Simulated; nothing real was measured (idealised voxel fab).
process module | voxel self aligned contacts
cross-section cut | 265 nm wide | cells 5 nm
A cross-section is a grid of square cells, given in bands from the top down. A band is one or more rows of cells.
Each band's line starts with the height of the band's top and of its bottom, in nm. Then come its materials from left to right, each with its width in nm. One material with "throughout" fills the band from edge to edge. "air" is empty space.
Height 0 is the level under which the wafer as received is all one material. The lowest band goes on downwards, as in "0 down".
A width such as "30 to 40" changes by the same amount from each row of cells to the next, from the band's top row to its bottom row.
"no change" after a step means that no cell of the cross-section changed.
closed voids: empty space of 8 cells or more with no open way to the top, each as width x height at its distance from the left edge, in nm
after a step's settings: what the simulator itself notes on the step
overlay nm, on a step with a mask: how far to the right of its planned place the mask lay; to the left if negative
plan
1 op RECEIVE | material Si
2 op CONFORMAL_DEP | material SiO2 | thk nm 5
3 op DIRECTIONAL_DEP | material polySi | thk nm 25
4 op DIRECTIONAL_DEP | material SiN | thk nm 20
5 op DIRECTIONAL_DEP | material aC | thk nm 10
6 op PATTERN | tone cover | mask id GATE | material resist | width nm 25 | pitch nm 70 | thk nm 30 | overlay nm 0
7 op DIRECTIONAL_ETCH | etch materials aC | depth nm 10
8 op STRIP | etch materials resist
9 op DIRECTIONAL_ETCH | etch materials SiN | depth nm 20
10 op DIRECTIONAL_ETCH | etch materials polySi | depth nm 25
11 op STRIP | etch materials aC
12 op CONFORMAL_DEP | material SiN | thk nm 10
13 op DIRECTIONAL_ETCH | etch materials SiN | depth nm 10
14 op FILL_DEP | material SiO2 | thk nm 15
15 op CMP | height nm 55
16 op DIRECTIONAL_DEP | material aC | thk nm 15
17 op PATTERN | tone open | mask id CONTACT | material resist | width nm 55 | thk nm 35 | overlay nm 0
18 op DIRECTIONAL_ETCH | etch materials aC | depth nm 15
19 op STRIP | etch materials resist
20 op DIRECTIONAL_ETCH | etch materials SiO2 | depth nm 55
21 op STRIP | etch materials aC
22 op CONFORMAL_DEP | material TiN | thk nm 5
23 op FILL_DEP | material Ru | thk nm 10
24 op CMP | height nm 55
25 op CONFORMAL_DEP | material SiN | thk nm 5
as received, after step 1
  0 down: Si throughout
  closed voids: none
a wafer at the end: this start, this plan, one mistake
  60 to 55: SiN throughout
  55 to 45: SiO2 105 | TiN 5 to 20 | Ru 45 to 15 | TiN 5 to 20 | SiO2 105
  45 to 25: SiO2 75 | SiN 45 | TiN 5 | Ru 15 | TiN 5 | SiN 45 | SiO2 75
  25 to 5: SiO2 75 | SiN 10 | polySi 25 | SiN 10 | TiN 5 | Ru 15 | TiN 5 | SiN 10 | polySi 25 | SiN 10 | SiO2 75
  5 to 0: SiO2 75 | SiN 10 | polySi 25 | SiN 10 | TiN 25 | SiN 10 | polySi 25 | SiN 10 | SiO2 75
  0 down: Si throughout
  closed voids: none
what went wrong: step 2 was left out
